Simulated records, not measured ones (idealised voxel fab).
The following process module bears the name voxel self aligned contacts.
The cross-section shown here is cut; it is 200 nm wide and divided into square cells measuring 5 nm on a side.
Format of a cross-section: grid, square cells. Given as bands. Order: top down. Band: one or more rows of cells. Top, bottom (nm), then materials left to right with widths (nm); lone material tagged "all across" fills the whole band edge to edge; "blank" = empty space. Ref level 0: as-received wafer is one material below here. Bottom band extends down with no lower bound ("0 -> down"). Per-row width for "30->40": begins at first number (top row of band), ends at second number (bottom row), increment between rows held constant. Key: "no alteration" - step with no changed cell in the cross-section. "Tabulated closed voids": sealed empty spaces, 8 cells or more, no open way to top, listed width x height at distance, with distance from the left edge and width, height and distance in nm. That trailing text on a step's line, after the settings, is the simulator's own remark on the step. "overlay nm" on a masked step: distance the mask lay right of its planned place, negative for left.

List of planned process steps
1) RECEIVE with material Si
2) OXIDIZE with depth nm 5
3) DIRECTIONAL_DEP with material polySi, thk nm 25
4) DIRECTIONAL_DEP with material SiN, thk nm 20
5) DIRECTIONAL_DEP with material aC, thk nm 10
6) PATTERN with tone cover, mask id GATE, material resist, width nm 30, pitch nm 65, thk nm 30, overlay nm 0
7) DIRECTIONAL_ETCH with etch materials aC, depth nm 10
8) STRIP with etch materials resist
9) DIRECTIONAL_ETCH with etch materials SiN, depth nm 20
10) DIRECTIONAL_ETCH with etch materials polySi, depth nm 25
11) STRIP with etch materials aC
12) CONFORMAL_DEP with material SiN, thk nm 10
13) DIRECTIONAL_ETCH with etch materials SiN, depth nm 10
14) FILL_DEP with material SiO2, thk nm 15
15) CMP with height nm 55
16) DIRECTIONAL_DEP with material aC, thk nm 15
17) PATTERN with tone open, mask id CONTACT, material resist, width nm 45, thk nm 30, overlay nm 0
18) DIRECTIONAL_ETCH with etch materials aC, depth nm 15
19) STRIP with etch materials resist
20) DIRECTIONAL_ETCH with etch materials SiO2, depth nm 60
21) STRIP with etch materials aC
22) CONFORMAL_DEP with material TiN, thk nm 5
23) FILL_DEP with material Ru, thk nm 5
24) CMP with height nm 55
25) CONFORMAL_DEP with material SiCN, thk nm 5

Cross-section: wafer on arrival = after step 1
- 0 -> down = Si all across
- Tabulated closed voids: none

Figure: cross-sectional view of the wafer upon completion of the module, processed from the initial state and according to the plan depicted above, with one error introduced during execution
- 60 -> 55 = SiCN all across
- 55 -> 50 = SiO2 (40), SiN (50), TiN (5), Ru (5), TiN (5), SiN (50), SiO2 (45)
- 50 -> 45 = SiO2 (40), SiN (50), TiN (15), SiN (50), SiO2 (45)
- 45 -> 25 = SiN all across
- 25 -> 0 = polySi all across
- 0 -> -5 = SiO2 all across
- -5 -> down = Si all across
- Tabulated closed voids: none
Heads up, the wafer didn't run the way we planned it: twice, step 4 of the plan was run
